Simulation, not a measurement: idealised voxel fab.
process module | voxel released beams
cross-section cut | 265 nm wide | cells 5 nm
A cross-section is a grid of square cells, given in bands from the top down. A band is one or more rows of cells.
Each band's line starts with the height of the band's top and of its bottom, in nm. Then come its materials from left to right, each with its width in nm. One material with "throughout" fills the band from edge to edge. "air" is empty space.
Height 0 is the level under which the wafer as received is all one material. The lowest band goes on downwards, as in "0 down".
A width such as "30 to 40" changes by the same amount from each row of cells to the next, from the band's top row to its bottom row.
"no change" after a step means that no cell of the cross-section changed.
closed voids: empty space of 8 cells or more with no open way to the top, each as width x height at its distance from the left edge, in nm
after a step's settings: what the simulator itself notes on the step
overlay nm, on a step with a mask: how far to the right of its planned place the mask lay; to the left if negative
plan
1 op RECEIVE | material Si
2 op CONFORMAL_DEP | material SiN | thk nm 10
3 op DIRECTIONAL_DEP | material SiO2 | thk nm 15
4 op PATTERN | tone open | mask id ANCHOR | material resist | width nm 40 | thk nm 15 | overlay nm 0
5 op DIRECTIONAL_ETCH | etch materials SiO2 | depth nm 15
6 op STRIP | etch materials resist
7 op CONFORMAL_DEP | material W | thk nm 15
8 op DIRECTIONAL_DEP | material aC | thk nm 10
9 op PATTERN | tone cover | mask id BEAM | material resist | width nm 90 | thk nm 30 | overlay nm 0
10 op DIRECTIONAL_ETCH | etch materials aC | depth nm 10
11 op STRIP | etch materials resist
12 op DIRECTIONAL_ETCH | etch materials W | depth nm 15
13 op STRIP | etch materials aC
14 op STRIP | etch materials SiO2
first wafer, as planned
as received, after step 1
  0 down: Si throughout
  closed voids: none
after step 2
  10 to 0: SiN throughout
  below 0: unchanged
after step 3
  25 to 10: SiO2 throughout
  below 10: unchanged
after step 4
  40 to 25: resist 90 | air 40 | resist 135
  below 25: unchanged
after step 5
  40 to 25: resist 90 | air 40 | resist 135
  25 to 10: SiO2 90 | air 40 | SiO2 135
  below 10: unchanged
after step 6
  25 to 10: SiO2 90 | air 40 | SiO2 135
  below 10: unchanged
after step 7
  40 to 25: W 105 | air 10 | W 150
  25 to 10: SiO2 90 | W 40 | SiO2 135
  below 10: unchanged
after step 8
  50 to 40: aC 105 | air 10 | aC 150
  40 to 35: W 105 | air 10 | W 150
  35 to 25: W 105 | aC 10 | W 150
  below 25: unchanged
after step 9
  80 to 50: air 85 | resist 90 | air 90
  50 to 40: aC 105 | resist 10 | aC 150
  40 to 35: W 105 | resist 10 | W 150
  below 35: unchanged
after step 10
  70 to 50: air 85 | resist 90 | air 90
  50 to 40: air 85 | aC 20 | resist 10 | aC 60 | air 90
  below 40: unchanged
after step 11
  50 to 40: air 85 | aC 20 | air 10 | aC 60 | air 90
  40 to 35: W 105 | air 10 | W 150
  below 35: unchanged
after step 12
  50 to 40: air 85 | aC 20 | air 10 | aC 60 | air 90
  40 to 35: air 85 | W 20 | air 10 | W 60 | air 90
  35 to 25: air 85 | W 20 | aC 10 | W 60 | air 90
  below 25: unchanged
after step 13
  40 to 25: air 85 | W 20 | air 10 | W 60 | air 90
  below 25: unchanged
after step 14
  40 to 25: air 85 | W 20 | air 10 | W 60 | air 90
  25 to 10: air 90 | W 40 | air 135
  below 10: unchanged
second wafer: like start, like plan, one mistake. Through step 8 it matches the first wafer
when step 9 should have ended
  80 to 50: air 90 | resist 90 | air 85
  50 to 40: aC 105 | resist 10 | aC 150
  40 to 35: W 105 | resist 10 | W 150
  below 35: unchanged
when step 10 should have ended
  70 to 50: air 90 | resist 90 | air 85
  50 to 40: air 90 | aC 15 | resist 10 | aC 65 | air 85
  below 40: unchanged
when step 11 should have ended
  50 to 40: air 90 | aC 15 | air 10 | aC 65 | air 85
  40 to 35: W 105 | air 10 | W 150
  below 35: unchanged
when step 12 should have ended
  50 to 40: air 90 | aC 15 | air 10 | aC 65 | air 85
  40 to 35: air 90 | W 15 | air 10 | W 65 | air 85
  35 to 25: air 90 | W 15 | aC 10 | W 65 | air 85
  below 25: unchanged
when step 13 should have ended
  40 to 25: air 90 | W 15 | air 10 | W 65 | air 85
  below 25: unchanged
when step 14 should have ended
  40 to 25: air 90 | W 15 | air 10 | W 65 | air 85
  25 to 10: air 90 | W 40 | air 135
  below 10: unchanged
what went wrong: step 9 ran as: op PATTERN | tone cover | mask id BEAM | material resist | width nm 90 | thk nm 30 | overlay nm 5
at the end the second wafer has, in cells: as many of each material as the first, in other places
